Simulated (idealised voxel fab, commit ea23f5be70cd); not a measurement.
voxel ribs on slabs: a process module
Square cells of 5 nm make up the cross-section cut, whose width is 295 nm.
A cross-section is written here as square cells arranged in a grid, and it is given in bands from the top down, each band taking up one or more rows of cells. Within each band entry, the heights of the top and of the bottom of the band appear first, in that order and in nm; the materials of the band then follow from left to right, each with its corresponding width in nm. The designation "full width" on a single material indicates that it fills the band from edge to edge; the designation "blank" indicates empty space. Counting heights begins at 0, where everything beneath is, in the wafer as received, one material. The lowest band has no bottom; it goes on downwards, as "0 -> down" shows. A width such as "30->40" changes by the same amount from each row of cells to the next, from the band's top row to its bottom row. Take "nothing changed" at face value: in the step it is given for, the cross-section changed in none of its cells. The entry titled "Completely enclosed voids" provides the empty spaces that have no open way to the top, restricted to those of 8 cells or more. Each is presented as width x height at distance, the distance being measured from the left edge, with all three in nm. It should be noted that, on the line of a given step, the content following the step's settings is a remark produced by the simulator itself with respect to that step. A step's line can hold "overlay nm"; with a mask on that step, the setting says how far right of the planned place the mask lay, while a negative setting says it lay to the left.

-- List of planned process steps
1 op RECEIVE | material Si
2 op DIRECTIONAL_DEP | material SiO2 | thk nm 25
3 op DIRECTIONAL_DEP | material SiN | thk nm 25
4 op PATTERN | tone cover | mask id RIB | material resist | width nm 15 | thk nm 15 | overlay nm 0
5 op DIRECTIONAL_ETCH | etch materials SiN | depth nm 5
6 op STRIP | etch materials resist
7 op MASKED_ETCH | tone cover | mask id SLAB | width nm 55 | etch materials SiN | depth nm 20 | overlay nm 0
8 op FILL_DEP | material SiO2 | thk nm 30
9 op CMP | height nm 70
10 op DIRECTIONAL_DEP | material TiN | thk nm 10
11 op MASKED_ETCH | tone cover | mask id HEATER | width nm 25 | etch materials TiN | depth nm 10 | overlay nm 0
12 op CONFORMAL_DEP | material SiO2 | thk nm 5

-- Cross-section: wafer on arrival = after step 1
    0 -> down: Si full width
    Completely enclosed voids: none

-- Starting wafer: above. Plan: above. Run: one mistake. Cross-section after the module: below
    85 -> 80: blank: 130, SiO2: 35, blank: 130
    80 -> 75: blank: 130, SiO2: 5, TiN: 25, SiO2: 5, blank: 130
    75 -> 70: SiO2: 135, TiN: 25, SiO2: 135
    70 -> 45: SiO2 full width
    45 -> 30: SiN: 120, SiO2: 55, SiN: 120
    30 -> 25: SiN: 120, SiO2: 20, SiN: 15, SiO2: 20, SiN: 120
    25 -> 0: SiO2 full width
    0 -> down: Si full width
    Completely enclosed voids: none
The plan and the run diverged here: step 7 ran with different settings than intended, the actual operation and settings being op MASKED_ETCH | tone open | mask id SLAB | width nm 55 | etch materials SiN | depth nm 20 | overlay nm 0
